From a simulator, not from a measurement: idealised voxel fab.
Documented hereafter: the process module known as voxel gate over fins.
In the cross-section labelled cut, the width is 250 nm and each square cell is 5 nm.
A cross-section in this document is a grid of square cells, and it is written down as bands, the top band listed before the ones below it; a band is made up of one or more rows of cells.
Look at the band entry: it leads with the top's height and the bottom's height in nm. Then it lists the materials left to right, with a width in nm for each. The word "full width" on a single material says that material fills the band edge to edge. The word "air" is empty space.
Height datum 0, below which the as-received substrate wafer is one material. Lowest band open at the bottom, running downward: "0 down".
The notation "30->40" denotes a width that varies across the rows of cells in the band, beginning at the first number in the top row, finishing at the second number in the bottom row, and changing by an identical amount from each row to the next.
"all unchanged" after a step means that no cell of the cross-section changed.
The entry titled "Trapped void list" provides the empty spaces that have no open way to the top, restricted to those of 8 cells or more. Each is presented as width x height at distance, the distance being measured from the left edge, with all three in nm.
It should be noted that, on the line of a given step, the content following the step's settings is a remark produced by the simulator itself with respect to that step.
Among the settings permitted on a step's line is "overlay nm"; applied to a step with a mask, it specifies the extent to which the mask lay to the right of its planned position, whereas a negative figure signifies a position to the left.

STEPS IN THE PROCESS PLAN
1: op RECEIVE | material Si
2: op CONFORMAL_DEP | material SiN | thk nm 10
3: op DIRECTIONAL_DEP | material aC | thk nm 15
4: op PATTERN | tone cover | mask id FINS | material resist | width nm 15 | pitch nm 35 | thk nm 35 | overlay nm 0
5: op DIRECTIONAL_ETCH | etch materials aC | depth nm 15
6: op STRIP | etch materials resist
7: op DIRECTIONAL_ETCH | etch materials SiN | depth nm 10
8: op DIRECTIONAL_ETCH | etch materials Si | depth nm 30
9: op STRIP | etch materials aC
10: op OXIDIZE | depth nm 5
11: op FILL_DEP | material SiO2 | thk nm 5
12: op CMP | height nm 10
13: op SELECTIVE_ETCH | etch materials SiO2 | depth nm 25
14: op STRIP | etch materials SiN
15: op CONFORMAL_DEP | material HfO2 | thk nm 5
16: op CONFORMAL_DEP | material TiN | thk nm 5
17: op FILL_DEP | material W | thk nm 15
18: op CMP | height nm 20
19: op CONFORMAL_DEP | material SiCN | thk nm 5

RECEIVED-STATE CROSS-SECTION, REFLECTING COMPLETION OF STEP 1
* 0 down = Si full width
* Trapped void list: none

FIGURE: CROSS-SECTIONAL VIEW OF THE WAFER UPON COMPLETION OF THE MODULE, PROCESSED FROM THE INITIAL STATE AND ACCORDING TO THE PLAN DEPICTED ABOVE, WITH ONE ERROR INTRODUCED DURING EXECUTION
* 25 to 20 = SiCN full width
* 20 to 10 = W full width
* 10 to 5 = 95 W; 25 HfO2; 10 W; 25 HfO2; 95 W
* 5 to 0 = 95 W; 5 HfO2; 15 TiN; 5 HfO2; 10 W; 5 HfO2; 15 TiN; 5 HfO2; 95 W
* 0 to -5 = 95 W; 5 HfO2; 5 TiN; 5 Si; 5 TiN; 5 HfO2; 10 W; 5 HfO2; 5 TiN; 5 Si; 5 TiN; 5 HfO2; 95 W
* -5 to -10 = 100 HfO2; 5 TiN; 5 Si; 5 TiN; 20 HfO2; 5 TiN; 5 Si; 5 TiN; 100 HfO2
* -10 to -15 = 105 TiN; 5 Si; 30 TiN; 5 Si; 105 TiN
* -15 to -35 = 105 SiO2; 5 Si; 30 SiO2; 5 Si; 105 SiO2
* -35 down = Si full width
* Trapped void list: none
Against the plan, the run slipped here: transposition of steps 15 and 16 relative to the planned sequence
